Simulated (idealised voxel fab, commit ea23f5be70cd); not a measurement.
Presented below is a process module, voxel air gaps.
Section cut is 165 nm wide and gridded with 5 nm square cells.
Each cross-section below is a grid of square cells, stated as bands in top-down order, with one or more rows of cells making up each band.
For a band, the entry starts with two heights in nm, that of the top and then that of the bottom, and carries on with the band's materials in order from left to right, each alongside its width in nm; the word "all across" beside a single material means it fills the band edge to edge, and "empty" means empty space.
The reference from which all heights are counted is 0, the level beneath which the as-received wafer is entirely one material; the lowest band, having no lower bound, proceeds downward and is written after the example "0 nm and below".
When a width is written as two numbers, as in "30..40", the first number is the width in the top row of cells of the band and the second is the width in its bottom row, and the width changes by the same amount from each row to the next.
It should be understood that the words "no modification", when stated for a given step, signify that the cross-section underwent no change in any of its cells during that step.
"Closed cavity list" enumerates empty spaces isolated from the top, with no open way to it, that contain at least 8 cells, giving each as width x height at distance from the left edge, all three in nm.
Formally, on a step line, whatever follows the settings is a remark that the simulator itself makes on the step.
overlay nm: on a step with a mask, how far right of its planned place the mask lay; negative means left.

Intended process steps:
1,RECEIVE: material Si
2,CONFORMAL_DEP: material SiO2, thk nm 15
3,CONFORMAL_DEP: material SiCN, thk nm 5
4,DIRECTIONAL_DEP: material lowk, thk nm 30
5,DIRECTIONAL_DEP: material aC, thk nm 10
6,PATTERN: tone open, mask id LINES, material resist, width nm 20, pitch nm 45, thk nm 25, overlay nm 0
7,DIRECTIONAL_ETCH: etch materials aC, depth nm 10
8,STRIP: etch materials resist
9,DIRECTIONAL_ETCH: etch materials lowk, depth nm 30
10,STRIP: etch materials aC
11,CONFORMAL_DEP: material TiN, thk nm 5
12,FILL_DEP: material Ru, thk nm 5
13,CMP: height nm 50
14,EPI: material Ru, thk nm 10
15,SELECTIVE_ETCH: etch materials lowk, depth nm 40
16,CONFORMAL_DEP: material SiCN, thk nm 5

Cross-section of the wafer upon arrival, representing the state reached after step 1:
    0 nm and below = Si all across
    Closed cavity list: none

First of two wafers: cross-section at end of module, run per plan:
    65 nm to 60 nm = empty 10 / SiCN 140 / empty 15
    60 nm to 50 nm = empty 10 / SiCN 5 / Ru 40 / SiCN 5 / Ru 40 / SiCN 5 / Ru 40 / SiCN 5 / empty 15
    50 nm to 45 nm = empty 10 / SiCN 15 / TiN 5 / Ru 10 / TiN 5 / SiCN 25 / TiN 5 / Ru 10 / TiN 5 / SiCN 25 / TiN 5 / Ru 10 / TiN 5 / SiCN 15 / empty 15
    45 nm to 25 nm = empty 20 / SiCN 5 / TiN 5 / Ru 10 / TiN 5 / SiCN 5 / empty 15 / SiCN 5 / TiN 5 / Ru 10 / TiN 5 / SiCN 5 / empty 15 / SiCN 5 / TiN 5 / Ru 10 / TiN 5 / SiCN 5 / empty 25
    25 nm to 20 nm = SiCN 25 / TiN 20 / SiCN 25 / TiN 20 / SiCN 25 / TiN 20 / SiCN 30
    20 nm to 15 nm = SiCN all across
    15 nm to 0 nm = SiO2 all across
    0 nm and below = Si all across
    Closed cavity list: 15 x 20 at 50; 15 x 20 at 95

The second wafer, shown in cross-section after the module: started the same way as the first and given the same plan, yet one mistake crept into how it was run:
    65 nm to 60 nm = SiCN all across
    60 nm to 50 nm = Ru all across
    50 nm to 25 nm = Ru 20 / TiN 5 / lowk 20 / TiN 5 / Ru 15 / TiN 5 / lowk 20 / TiN 5 / Ru 15 / TiN 5 / lowk 20 / TiN 5 / Ru 25
    25 nm to 20 nm = TiN 25 / lowk 20 / TiN 25 / lowk 20 / TiN 25 / lowk 20 / TiN 30
    20 nm to 15 nm = SiCN all across
    15 nm to 0 nm = SiO2 all across
    0 nm and below = Si all across
    Closed cavity list: none
Where did the run depart from the plan? it should be noted that step 6 was executed with settings other than those planned, the operation and settings actually applied being PATTERN: tone cover, mask id LINES, material resist, width nm 20, pitch nm 45, thk nm 25, overlay nm 0
Final cells, second wafer relative to first, materials higher or lower: +63 Ru, -64 SiCN, +9 TiN, +72 lowk
Wafer, first: 2 closed voids at end. Wafer, second: 0.
